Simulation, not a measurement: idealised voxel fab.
Title: Process Module voxel air gaps
Section cut is 265 nm wide and gridded with 5 nm square cells.
This document writes a cross-section as a grid whose cells are square, and gives it as bands, listed from the top down; one or more rows of cells form a band.
What a band's entry tells you: where the top is and where the bottom is, as heights in nm, and after that what lies inside, material by material from left to right, each with its width in nm. Empty space is written as the word "air", and a single material marked with the word "throughout" occupies the band from edge to edge.
All heights in this document are referenced to 0, defined as the level beneath which the wafer, as received, consists entirely of one material. The lowest band is not bounded below; it extends indefinitely downward and is written in the form "0 -> down".
A width such as "30..40" changes by the same amount from each row of cells to the next, from the band's top row to its bottom row.
"stayed the same" after a step means that no cell of the cross-section changed.
Enclosed voids (no open way to top), threshold 8 cells or more, entry "Enclosed void list", notation width x height at distance, distance from left edge, nm.
On each step's line, the part that comes after the settings is the simulator's own comment on the step.
Regarding "overlay nm": on a step with a mask, it is the distance the mask lay to the right of its planned place; a negative value places it to the left.

[Planned step list for the process]
1) RECEIVE [material Si]
2) CONFORMAL_DEP [material SiO2] [thk nm 15]
3) CONFORMAL_DEP [material SiN] [thk nm 5]
4) DIRECTIONAL_DEP [material SiO2] [thk nm 40]
5) DIRECTIONAL_DEP [material aC] [thk nm 15]
6) PATTERN [tone open] [mask id LINES] [material resist] [width nm 15] [pitch nm 40] [thk nm 35] [overlay nm 0]
7) DIRECTIONAL_ETCH [etch materials aC] [depth nm 15]
8) STRIP [etch materials resist]
9) DIRECTIONAL_ETCH [etch materials SiO2] [depth nm 40]
10) STRIP [etch materials aC]
11) CONFORMAL_DEP [material TiN] [thk nm 5]
12) FILL_DEP [material W] [thk nm 10]
13) CMP [height nm 60]
14) EPI [material Ru] [thk nm 10]
15) SELECTIVE_ETCH [etch materials SiO2] [depth nm 50]
16) CONFORMAL_DEP [material SiN] [thk nm 5]
The plan's step 11 thk nm is the first wafer's value; the wafers differ in this setting and start identical.

[As-received state after step 1, first of several wafers, cross-section]
> 0 -> down = Si throughout
> Enclosed void list: none

[The first of several wafers, seen in cross-section after the module's last step, step 16]
> 75 -> 70 = 70 air  125 SiN  70 air
> 70 -> 60 = 70 air  5 SiN  35 Ru  5 SiN  35 Ru  5 SiN  35 Ru  5 SiN  70 air
> 60 -> 55 = 70 air  15 SiN  5 TiN  5 W  5 TiN  25 SiN  5 TiN  5 W  5 TiN  25 SiN  5 TiN  5 W  5 TiN  15 SiN  70 air
> 55 -> 25 = 80 air  5 SiN  5 TiN  5 W  5 TiN  5 SiN  15 air  5 SiN  5 TiN  5 W  5 TiN  5 SiN  15 air  5 SiN  5 TiN  5 W  5 TiN  5 SiN  80 air
> 25 -> 20 = 85 SiN  15 TiN  25 SiN  15 TiN  25 SiN  15 TiN  85 SiN
> 20 -> 15 = SiN throughout
> 15 -> 0 = SiO2 throughout
> 0 -> down = Si throughout
> Enclosed void list: 15 x 30 at 105; 15 x 30 at 145

[End of module: cross-section, last of several wafers]
> 75 -> 70 = 70 air  125 SiN  70 air
> 70 -> 60 = 70 air  5 SiN  35 Ru  5 SiN  35 Ru  5 SiN  35 Ru  5 SiN  70 air
> 60 -> 55 = 70 air  15 SiN  15 TiN  25 SiN  15 TiN  25 SiN  15 TiN  15 SiN  70 air
> 55 -> 25 = 80 air  5 SiN  15 TiN  5 SiN  15 air  5 SiN  15 TiN  5 SiN  15 air  5 SiN  15 TiN  5 SiN  80 air
> 25 -> 20 = 85 SiN  15 TiN  25 SiN  15 TiN  25 SiN  15 TiN  85 SiN
> 20 -> 15 = SiN throughout
> 15 -> 0 = SiO2 throughout
> 0 -> down = Si throughout
> Enclosed void list: 15 x 30 at 105; 15 x 30 at 145

[The following table contains a row per wafer, in which are reported, at the conclusion of the module, the cells of each material gained (+) or lost (-) since the wafer's receipt, with its closed voids given thereafter]
thk nm 5 | +42 Ru | +182 SiN | +159 SiO2 | +51 TiN | +21 W | Enclosed void list: 15 x 30 at 105; 15 x 30 at 145
thk nm 10 | +42 Ru | +182 SiN | +159 SiO2 | +72 TiN | Enclosed void list: 15 x 30 at 105; 15 x 30 at 145
thk nm 15 | +42 Ru | +182 SiN | +159 SiO2 | +72 TiN | Enclosed void list: 15 x 30 at 105; 15 x 30 at 145
thk nm 20 | +42 Ru | +182 SiN | +159 SiO2 | +72 TiN | Enclosed void list: 15 x 30 at 105; 15 x 30 at 145
